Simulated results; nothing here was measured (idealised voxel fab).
Process module heading - voxel released beams
We display cut, a cross-section 160 nm in width whose square cells are each 5 nm.
Throughout this document, each cross-section is represented as a grid of square cells and is presented as a sequence of bands enumerated from the top downward, where a band comprises one or more rows of cells.
What a band's entry tells you: where the top is and where the bottom is, as heights in nm, and after that what lies inside, material by material from left to right, each with its width in nm. Empty space is written as the word "air", and a single material marked with the word "throughout" occupies the band from edge to edge.
Height reference: 0 = level under which incoming wafer is all one material. Lowest band: no bottom, runs on downward, e.g. "z 0 and below".
Quick explanation for "30->40": the width changes in equal steps down the rows of cells, from the first number in the band's top row to the second number in its bottom row.
The designation "no change occurred", where it is given for a processing step, indicates that no cell of the cross-section was altered in the course of that step.
Voids not open to the top, 8 cells minimum: see "Closed void catalog". Written width x height at distance; distance is from the left edge; nm.
Note: text after step settings on the step line = simulator remark on that step.
overlay nm, on a step with a mask: how far to the right of its planned place the mask lay; to the left if negative

### List of planned process steps
| 1 | op RECEIVE | material Si |
| 2 | op CONFORMAL_DEP | material Al2O3 | thk nm 5 |
| 3 | op DIRECTIONAL_DEP | material SiO2 | thk nm 10 |
| 4 | op DIRECTIONAL_DEP | material aC | thk nm 15 |
| 5 | op PATTERN | tone open | mask id ANCHOR | material resist | width nm 25 | thk nm 30 | overlay nm 0 |
| 6 | op DIRECTIONAL_ETCH | etch materials aC | depth nm 15 |
| 7 | op STRIP | etch materials resist |
| 8 | op DIRECTIONAL_ETCH | etch materials SiO2 | depth nm 10 |
| 9 | op STRIP | etch materials aC |
| 10 | op CONFORMAL_DEP | material polySi | thk nm 10 |
| 11 | op DIRECTIONAL_DEP | material aC | thk nm 10 |
| 12 | op PATTERN | tone cover | mask id BEAM | material resist | width nm 85 | thk nm 25 | overlay nm 0 |
| 13 | op DIRECTIONAL_ETCH | etch materials aC | depth nm 10 |
| 14 | op STRIP | etch materials resist |
| 15 | op DIRECTIONAL_ETCH | etch materials polySi | depth nm 10 |
| 16 | op STRIP | etch materials aC |
| 17 | op STRIP | etch materials SiO2 |

### Shown in cross-section is the wafer as received, that is, as it stands after step 1
> z 0 and below | Si throughout
> Closed void catalog: none

### Sectioned view, first of two wafers, at the close of the module, processed as intended in the plan
> z 25 to 15 | air 35, polySi 15, air 5, polySi 65, air 40
> z 15 to 5 | air 40, polySi 25, air 95
> z 5 to 0 | Al2O3 throughout
> z 0 and below | Si throughout
> Closed void catalog: none

### Second of two wafers, module complete, sectioned: it shares the first wafer's start and plan but was run with one mistake
> z 25 to 15 | air 35, polySi 5, air 5, polySi 75, air 40
> z 15 to 5 | air 30, polySi 25, air 105
> z 5 to 0 | Al2O3 throughout
> z 0 and below | Si throughout
> Closed void catalog: none
Diagnosis: step 5: run off-plan, actual operation and settings op PATTERN | tone open | mask id ANCHOR | material resist | width nm 25 | thk nm 30 | overlay nm -10
Upon completion, the cell count for each material on the second wafer equals that on the first, whereas the spatial distribution of those cells differs.
